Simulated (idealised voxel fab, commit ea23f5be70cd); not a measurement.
A process module follows: voxel gate over fins.
Cross-sectional view cut (width: 295 nm; square cell size: 5 nm).
A cross-section is written here as square cells arranged in a grid, and it is given in bands from the top down, each band taking up one or more rows of cells.
A band entry consists of two parts. The first gives the height of the band's top and the height of its bottom, in nm. The rest lists the band's materials from left to right, each with its width in nm. A single material labelled with the word "all across" fills the band from edge to edge, and the word "blank" marks empty space.
All heights in this document are referenced to 0, defined as the level beneath which the wafer, as received, consists entirely of one material. The lowest band is not bounded below; it extends indefinitely downward and is written in the form "0 -> down".
Quick explanation for "30..40": the width changes in equal steps down the rows of cells, from the first number in the band's top row to the second number in its bottom row.
When a step is marked "remained the same", none of the cells in the cross-section changed during that step.
Empty spaces without an open route to the top, at least 8 cells in extent, make up the entry "Voids, enclosed"; each is given as width x height at distance, where the distance is measured from the left edge, and all are in nm.
If you see something after the settings on a step's line, that's the simulator's own remark about that step.
Regarding "overlay nm": on a step with a mask, it is the distance the mask lay to the right of its planned place; a negative value places it to the left.
Process steps - plan
1: RECEIVE [material Si]
2: CONFORMAL_DEP [material SiN] [thk nm 5]
3: PATTERN [tone cover] [mask id FINS] [material resist] [width nm 15] [pitch nm 35] [thk nm 15] [overlay nm 0]
4: DIRECTIONAL_ETCH [etch materials SiN] [depth nm 5]
5: DIRECTIONAL_ETCH [etch materials Si] [depth nm 40]
6: STRIP [etch materials resist]
7: FILL_DEP [material SiO2] [thk nm 5]
8: CMP [height nm 5]
9: SELECTIVE_ETCH [etch materials SiO2] [depth nm 20]
10: STRIP [etch materials SiN]
11: CONFORMAL_DEP [material HfO2] [thk nm 5]
12: CONFORMAL_DEP [material TiN] [thk nm 5]
13: CONFORMAL_DEP [material TiAl] [thk nm 5]
14: CONFORMAL_DEP [material TiN] [thk nm 5]
15: FILL_DEP [material W] [thk nm 15]
16: CMP [height nm 30]
17: CONFORMAL_DEP [material SiCN] [thk nm 10]
What follows covers the first of two wafers; it ran as planned
As received, after step 1
  0 -> down = Si all across
  Voids, enclosed: none
So this is the wafer cross-section right after step 2
  5 -> 0 = SiN all across
  Whatever lies below 0 is exactly as it was before.
So this is the wafer cross-section right after step 3
  20 -> 5 = blank 85; resist 15; blank 20; resist 15; blank 20; resist 15; blank 20; resist 15; blank 90
  Whatever lies below 5 is exactly as it was before.
So this is the wafer cross-section right after step 4
  20 -> 5 = blank 85; resist 15; blank 20; resist 15; blank 20; resist 15; blank 20; resist 15; blank 90
  5 -> 0 = blank 85; SiN 15; blank 20; SiN 15; blank 20; SiN 15; blank 20; SiN 15; blank 90
  Whatever lies below 0 is exactly as it was before.
So this is the wafer cross-section right after step 5
  20 -> 5 = blank 85; resist 15; blank 20; resist 15; blank 20; resist 15; blank 20; resist 15; blank 90
  5 -> 0 = blank 85; SiN 15; blank 20; SiN 15; blank 20; SiN 15; blank 20; SiN 15; blank 90
  0 -> -40 = blank 85; Si 15; blank 20; Si 15; blank 20; Si 15; blank 20; Si 15; blank 90
  Whatever lies below -40 is exactly as it was before.
So this is the wafer cross-section right after step 6
  5 -> 0 = blank 85; SiN 15; blank 20; SiN 15; blank 20; SiN 15; blank 20; SiN 15; blank 90
  Whatever lies below 0 is exactly as it was before.
So this is the wafer cross-section right after step 7
  10 -> 5 = SiO2 all across
  5 -> 0 = SiO2 85; SiN 15; SiO2 20; SiN 15; SiO2 20; SiN 15; SiO2 20; SiN 15; SiO2 90
  0 -> -40 = SiO2 85; Si 15; SiO2 20; Si 15; SiO2 20; Si 15; SiO2 20; Si 15; SiO2 90
  Whatever lies below -40 is exactly as it was before.
So this is the wafer cross-section right after step 8
  5 -> 0 = SiO2 85; SiN 15; SiO2 20; SiN 15; SiO2 20; SiN 15; SiO2 20; SiN 15; SiO2 90
  Whatever lies below 0 is exactly as it was before.
So this is the wafer cross-section right after step 9
  5 -> 0 = blank 85; SiN 15; blank 20; SiN 15; blank 20; SiN 15; blank 20; SiN 15; blank 90
  0 -> -15 = blank 85; Si 15; blank 20; Si 15; blank 20; Si 15; blank 20; Si 15; blank 90
  Whatever lies below -15 is exactly as it was before.
So this is the wafer cross-section right after step 10
  0 -> -15 = blank 85; Si 15; blank 20; Si 15; blank 20; Si 15; blank 20; Si 15; blank 90
  Whatever lies below -15 is exactly as it was before.
So this is the wafer cross-section right after step 11
  5 -> 0 = blank 80; HfO2 25; blank 10; HfO2 25; blank 10; HfO2 25; blank 10; HfO2 25; blank 85
  0 -> -10 = blank 80; HfO2 5; Si 15; HfO2 5; blank 10; HfO2 5; Si 15; HfO2 5; blank 10; HfO2 5; Si 15; HfO2 5; blank 10; HfO2 5; Si 15; HfO2 5; blank 85
  -10 -> -15 = HfO2 85; Si 15; HfO2 20; Si 15; HfO2 20; Si 15; HfO2 20; Si 15; HfO2 90
  Whatever lies below -15 is exactly as it was before.
So this is the wafer cross-section right after step 12
  10 -> 5 = blank 75; TiN 140; blank 80
  5 -> 0 = blank 75; TiN 5; HfO2 25; TiN 10; HfO2 25; TiN 10; HfO2 25; TiN 10; HfO2 25; TiN 5; blank 80
  0 -> -5 = blank 75; TiN 5; HfO2 5; Si 15; HfO2 5; TiN 10; HfO2 5; Si 15; HfO2 5; TiN 10; HfO2 5; Si 15; HfO2 5; TiN 10; HfO2 5; Si 15; HfO2 5; TiN 5; blank 80
  -5 -> -10 = TiN 80; HfO2 5; Si 15; HfO2 5; TiN 10; HfO2 5; Si 15; HfO2 5; TiN 10; HfO2 5; Si 15; HfO2 5; TiN 10; HfO2 5; Si 15; HfO2 5; TiN 85
  Whatever lies below -10 is exactly as it was before.
So this is the wafer cross-section right after step 13
  15 -> 10 = blank 70; TiAl 150; blank 75
  10 -> 5 = blank 70; TiAl 5; TiN 140; TiAl 5; blank 75
  5 -> 0 = blank 70; TiAl 5; TiN 5; HfO2 25; TiN 10; HfO2 25; TiN 10; HfO2 25; TiN 10; HfO2 25; TiN 5; TiAl 5; blank 75
  0 -> -5 = TiAl 75; TiN 5; HfO2 5; Si 15; HfO2 5; TiN 10; HfO2 5; Si 15; HfO2 5; TiN 10; HfO2 5; Si 15; HfO2 5; TiN 10; HfO2 5; Si 15; HfO2 5; TiN 5; TiAl 80
  Whatever lies below -5 is exactly as it was before.
So this is the wafer cross-section right after step 14
  20 -> 15 = blank 65; TiN 160; blank 70
  15 -> 10 = blank 65; TiN 5; TiAl 150; TiN 5; blank 70
  10 -> 5 = blank 65; TiN 5; TiAl 5; TiN 140; TiAl 5; TiN 5; blank 70
  5 -> 0 = TiN 70; TiAl 5; TiN 5; HfO2 25; TiN 10; HfO2 25; TiN 10; HfO2 25; TiN 10; HfO2 25; TiN 5; TiAl 5; TiN 75
  Whatever lies below 0 is exactly as it was before.
So this is the wafer cross-section right after step 15
  35 -> 20 = W all across
  20 -> 15 = W 65; TiN 160; W 70
  15 -> 10 = W 65; TiN 5; TiAl 150; TiN 5; W 70
  10 -> 5 = W 65; TiN 5; TiAl 5; TiN 140; TiAl 5; TiN 5; W 70
  Whatever lies below 5 is exactly as it was before.
So this is the wafer cross-section right after step 16
  30 -> 20 = W all across
  Whatever lies below 20 is exactly as it was before.
So this is the wafer cross-section right after step 17
  40 -> 30 = SiCN all across
  Whatever lies below 30 is exactly as it was before.
The remaining wafer, second of the two, started like the first and was run to the same plan, except that one mistake was made along the way; the two coincide through step 2, inclusive
The second wafer in cross-section, at the planned close of step 3
  20 -> 5 = blank 85; resist 20; blank 15; resist 20; blank 15; resist 20; blank 15; resist 20; blank 85
  Whatever lies below 5 is exactly as it was before.
The second wafer in cross-section, at the planned close of step 4
  20 -> 5 = blank 85; resist 20; blank 15; resist 20; blank 15; resist 20; blank 15; resist 20; blank 85
  5 -> 0 = blank 85; SiN 20; blank 15; SiN 20; blank 15; SiN 20; blank 15; SiN 20; blank 85
  Whatever lies below 0 is exactly as it was before.
The second wafer in cross-section, at the planned close of step 5
  20 -> 5 = blank 85; resist 20; blank 15; resist 20; blank 15; resist 20; blank 15; resist 20; blank 85
  5 -> 0 = blank 85; SiN 20; blank 15; SiN 20; blank 15; SiN 20; blank 15; SiN 20; blank 85
  0 -> -40 = blank 85; Si 20; blank 15; Si 20; blank 15; Si 20; blank 15; Si 20; blank 85
  Whatever lies below -40 is exactly as it was before.
The second wafer in cross-section, at the planned close of step 6
  5 -> 0 = blank 85; SiN 20; blank 15; SiN 20; blank 15; SiN 20; blank 15; SiN 20; blank 85
  Whatever lies below 0 is exactly as it was before.
The second wafer in cross-section, at the planned close of step 7
  10 -> 5 = SiO2 all across
  5 -> 0 = SiO2 85; SiN 20; SiO2 15; SiN 20; SiO2 15; SiN 20; SiO2 15; SiN 20; SiO2 85
  0 -> -40 = SiO2 85; Si 20; SiO2 15; Si 20; SiO2 15; Si 20; SiO2 15; Si 20; SiO2 85
  Whatever lies below -40 is exactly as it was before.
The second wafer in cross-section, at the planned close of step 8
  5 -> 0 = SiO2 85; SiN 20; SiO2 15; SiN 20; SiO2 15; SiN 20; SiO2 15; SiN 20; SiO2 85
  Whatever lies below 0 is exactly as it was before.
The second wafer in cross-section, at the planned close of step 9
  5 -> 0 = blank 85; SiN 20; blank 15; SiN 20; blank 15; SiN 20; blank 15; SiN 20; blank 85
  0 -> -15 = blank 85; Si 20; blank 15; Si 20; blank 15; Si 20; blank 15; Si 20; blank 85
  Whatever lies below -15 is exactly as it was before.
The second wafer in cross-section, at the planned close of step 10
  0 -> -15 = blank 85; Si 20; blank 15; Si 20; blank 15; Si 20; blank 15; Si 20; blank 85
  Whatever lies below -15 is exactly as it was before.
The second wafer in cross-section, at the planned close of step 11
  5 -> 0 = blank 80; HfO2 30; blank 5; HfO2 30; blank 5; HfO2 30; blank 5; HfO2 30; blank 80
  0 -> -10 = blank 80; HfO2 5; Si 20; HfO2 5; blank 5; HfO2 5; Si 20; HfO2 5; blank 5; HfO2 5; Si 20; HfO2 5; blank 5; HfO2 5; Si 20; HfO2 5; blank 80
  -10 -> -15 = HfO2 85; Si 20; HfO2 15; Si 20; HfO2 15; Si 20; HfO2 15; Si 20; HfO2 85
  Whatever lies below -15 is exactly as it was before.
The second wafer in cross-section, at the planned close of step 12
  10 -> 5 = blank 75; TiN 145; blank 75
  5 -> 0 = blank 75; TiN 5; HfO2 30; TiN 5; HfO2 30; TiN 5; HfO2 30; TiN 5; HfO2 30; TiN 5; blank 75
  0 -> -5 = blank 75; TiN 5; HfO2 5; Si 20; HfO2 5; TiN 5; HfO2 5; Si 20; HfO2 5; TiN 5; HfO2 5; Si 20; HfO2 5; TiN 5; HfO2 5; Si 20; HfO2 5; TiN 5; blank 75
  -5 -> -10 = TiN 80; HfO2 5; Si 20; HfO2 5; TiN 5; HfO2 5; Si 20; HfO2 5; TiN 5; HfO2 5; Si 20; HfO2 5; TiN 5; HfO2 5; Si 20; HfO2 5; TiN 80
  Whatever lies below -10 is exactly as it was before.
The second wafer in cross-section, at the planned close of step 13
  15 -> 10 = blank 70; TiAl 155; blank 70
  10 -> 5 = blank 70; TiAl 5; TiN 145; TiAl 5; blank 70
  5 -> 0 = blank 70; TiAl 5; TiN 5; HfO2 30; TiN 5; HfO2 30; TiN 5; HfO2 30; TiN 5; HfO2 30; TiN 5; TiAl 5; blank 70
  0 -> -5 = TiAl 75; TiN 5; HfO2 5; Si 20; HfO2 5; TiN 5; HfO2 5; Si 20; HfO2 5; TiN 5; HfO2 5; Si 20; HfO2 5; TiN 5; HfO2 5; Si 20; HfO2 5; TiN 5; TiAl 75
  Whatever lies below -5 is exactly as it was before.
The second wafer in cross-section, at the planned close of step 14
  20 -> 15 = blank 65; TiN 165; blank 65
  15 -> 10 = blank 65; TiN 5; TiAl 155; TiN 5; blank 65
  10 -> 5 = blank 65; TiN 5; TiAl 5; TiN 145; TiAl 5; TiN 5; blank 65
  5 -> 0 = TiN 70; TiAl 5; TiN 5; HfO2 30; TiN 5; HfO2 30; TiN 5; HfO2 30; TiN 5; HfO2 30; TiN 5; TiAl 5; TiN 70
  Whatever lies below 0 is exactly as it was before.
The second wafer in cross-section, at the planned close of step 15
  35 -> 20 = W all across
  20 -> 15 = W 65; TiN 165; W 65
  15 -> 10 = W 65; TiN 5; TiAl 155; TiN 5; W 65
  10 -> 5 = W 65; TiN 5; TiAl 5; TiN 145; TiAl 5; TiN 5; W 65
  Whatever lies below 5 is exactly as it was before.
The second wafer in cross-section, at the planned close of step 16
  30 -> 20 = W all across
  Whatever lies below 20 is exactly as it was before.
The second wafer in cross-section, at the planned close of step 17
  40 -> 30 = SiCN all across
  Whatever lies below 30 is exactly as it was before.
The mistake made against the process plan was this: step 3 did not use the planned setting and instead ran as PATTERN [tone cover] [mask id FINS] [material resist] [width nm 20] [pitch nm 35] [thk nm 15] [overlay nm 0]
Materials where the second wafer ends with more or fewer cells than the first: 32 more of Si, 20 fewer of SiO2, 9 fewer of TiN, 3 fewer of W
